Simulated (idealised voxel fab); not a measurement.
Proc. module: voxel capacitor over wiring
Square cells of 5 nm make up the cross-section cut, whose width is 155 nm.
Just so we're on the same page, the cross-sections are grids of square cells, and they're listed out in bands top to bottom, each band one or more rows deep.
This entry defines a band. It first specifies the height of the band's top and the height of its bottom in nm, and then specifies the band's materials from left to right, stating each material with its width in nm. The word "full width" identifies a single material that fills the band from edge to edge, while the word "empty" identifies empty space.
It should be noted that heights are counted from 0, beneath which the wafer as supplied is of one material throughout, and that the lowest band possesses no lower boundary but continues downward, as written in "top 0, no bottom".
Think of "30->40" as a width that walks from the first number to the second as you go down the band, top row to bottom row, taking equal-sized steps from row to row.
What does "all unchanged" mean for a step? It means no cell of the cross-section changed in that step.
In the "Trapped cavities" entry, you get each enclosed empty space of 8 cells or more, one with no open way to the top, written width x height at distance, distance from the left edge, in nm.
That trailing text on a step's line, after the settings, is the simulator's own remark on the step.
What "overlay nm" on a step's line means: if the step has a mask, that mask lay this far to the right of its planned place, or, when the value is negative, to the left.

So here's the lineup of process steps we planned:
step 1: RECEIVE (material Si)
step 2: CONFORMAL_DEP (material SiO2; thk nm 15)
step 3: DIRECTIONAL_DEP (material TiN; thk nm 5)
step 4: DIRECTIONAL_DEP (material Ru; thk nm 15)
step 5: DIRECTIONAL_DEP (material aC; thk nm 15)
step 6: PATTERN (tone cover; mask id METAL_1; material resist; width nm 25; pitch nm 95; thk nm 35; overlay nm 0)
step 7: DIRECTIONAL_ETCH (etch materials aC; depth nm 15)
step 8: STRIP (etch materials resist)
step 9: DIRECTIONAL_ETCH (etch materials Ru; depth nm 15)
step 10: DIRECTIONAL_ETCH (etch materials TiN; depth nm 5)
step 11: STRIP (etch materials aC)
step 12: CONFORMAL_DEP (material SiCN; thk nm 5)
step 13: FILL_DEP (material lowk; thk nm 10)
step 14: CMP (height nm 35)
step 15: CONFORMAL_DEP (material SiCN; thk nm 5)
step 16: DIRECTIONAL_DEP (material SiO2; thk nm 20)
step 17: DIRECTIONAL_DEP (material aC; thk nm 10)
step 18: PATTERN (tone open; mask id PLUG_1; material resist; width nm 15; thk nm 25; overlay nm 0)
step 19: DIRECTIONAL_ETCH (etch materials aC; depth nm 10)
step 20: STRIP (etch materials resist)
step 21: DIRECTIONAL_ETCH (etch materials SiO2; depth nm 20)
step 22: DIRECTIONAL_ETCH (etch materials SiCN; depth nm 5)
step 23: STRIP (etch materials aC)
step 24: EPI (material Ru; thk nm 10)
step 25: EPI (material Ru; thk nm 10)
step 26: EPI (material Ru; thk nm 5)
step 27: DIRECTIONAL_DEP (material TiN; thk nm 10)
step 28: DIRECTIONAL_DEP (material Al2O3; thk nm 5)
step 29: DIRECTIONAL_DEP (material TiN; thk nm 10)
step 30: PATTERN (tone cover; mask id UPPER_PLATE; material resist; width nm 75; thk nm 15; overlay nm 0)
step 31: DIRECTIONAL_ETCH (etch materials TiN; depth nm 10)
step 32: DIRECTIONAL_ETCH (etch materials Al2O3; depth nm 5)
step 33: STRIP (etch materials resist)
step 34: DIRECTIONAL_DEP (material aC; thk nm 10)
step 35: PATTERN (tone cover; mask id LOWER_PLATE; material resist; width nm 85; thk nm 30; overlay nm 0)
step 36: DIRECTIONAL_ETCH (etch materials aC; depth nm 10)
step 37: STRIP (etch materials resist)
step 38: DIRECTIONAL_ETCH (etch materials TiN; depth nm 10)
step 39: STRIP (etch materials aC)
step 40: FILL_DEP (material SiO2; thk nm 15)
step 41: CMP (height nm 95)
step 42: MASKED_ETCH (tone open; mask id PLUG_2; width nm 15; etch materials SiO2; depth nm 10; overlay nm 0)
step 43: CONFORMAL_DEP (material TiN; thk nm 5)
step 44: FILL_DEP (material W; thk nm 5)
step 45: CMP (height nm 95)
step 46: CONFORMAL_DEP (material SiCN; thk nm 5)

Here's what the wafer looked like in cross-section when it arrived - that's after step 1:
top 0, no bottom | Si full width
Trapped cavities: none

End-of-module XS, first of two wafers, run as planned:
top 100, bottom 95 | SiCN full width
top 95, bottom 90 | 35 nm SiO2, 5 nm TiN, 5 nm W, 5 nm TiN, 105 nm SiO2
top 90, bottom 85 | 35 nm SiO2, 15 nm TiN, 105 nm SiO2
top 85, bottom 75 | 25 nm SiO2, 75 nm TiN, 55 nm SiO2
top 75, bottom 70 | 25 nm SiO2, 75 nm Al2O3, 55 nm SiO2
top 70, bottom 60 | 20 nm SiO2, 85 nm TiN, 50 nm SiO2
top 60, bottom 40 | 25 nm SiO2, 15 nm Ru, 115 nm SiO2
top 40, bottom 35 | 25 nm SiCN, 15 nm Ru, 115 nm SiCN
top 35, bottom 20 | 10 nm lowk, 5 nm SiCN, 25 nm Ru, 5 nm SiCN, 60 nm lowk, 5 nm SiCN, 25 nm Ru, 5 nm SiCN, 15 nm lowk
top 20, bottom 15 | 15 nm SiCN, 25 nm TiN, 70 nm SiCN, 25 nm TiN, 20 nm SiCN
top 15, bottom 0 | SiO2 full width
top 0, no bottom | Si full width
Trapped cavities: none

Wafer two, sectioned after the module: the first wafer's start, the first wafer's plan, and one mistake in how it was run:
top 100, bottom 95 | SiCN full width
top 95, bottom 90 | 35 nm SiO2, 5 nm TiN, 5 nm W, 5 nm TiN, 105 nm SiO2
top 90, bottom 85 | 35 nm SiO2, 15 nm TiN, 105 nm SiO2
top 85, bottom 75 | 30 nm SiO2, 70 nm TiN, 55 nm SiO2
top 75, bottom 70 | 30 nm SiO2, 70 nm Al2O3, 55 nm SiO2
top 70, bottom 60 | 20 nm SiO2, 85 nm TiN, 50 nm SiO2
top 60, bottom 40 | 25 nm SiO2, 15 nm Ru, 115 nm SiO2
top 40, bottom 35 | 25 nm SiCN, 15 nm Ru, 115 nm SiCN
top 35, bottom 20 | 10 nm lowk, 5 nm SiCN, 25 nm Ru, 5 nm SiCN, 60 nm lowk, 5 nm SiCN, 25 nm Ru, 5 nm SiCN, 15 nm lowk
top 20, bottom 15 | 15 nm SiCN, 25 nm TiN, 70 nm SiCN, 25 nm TiN, 20 nm SiCN
top 15, bottom 0 | SiO2 full width
top 0, no bottom | Si full width
Trapped cavities: none
Short version of what went wrong: step 30 ran as: PATTERN (tone cover; mask id UPPER_PLATE; material resist; width nm 70; thk nm 15; overlay nm 0)
at the end the second wafer has, in cells: Al2O3 -1, SiO2 +3, TiN -2
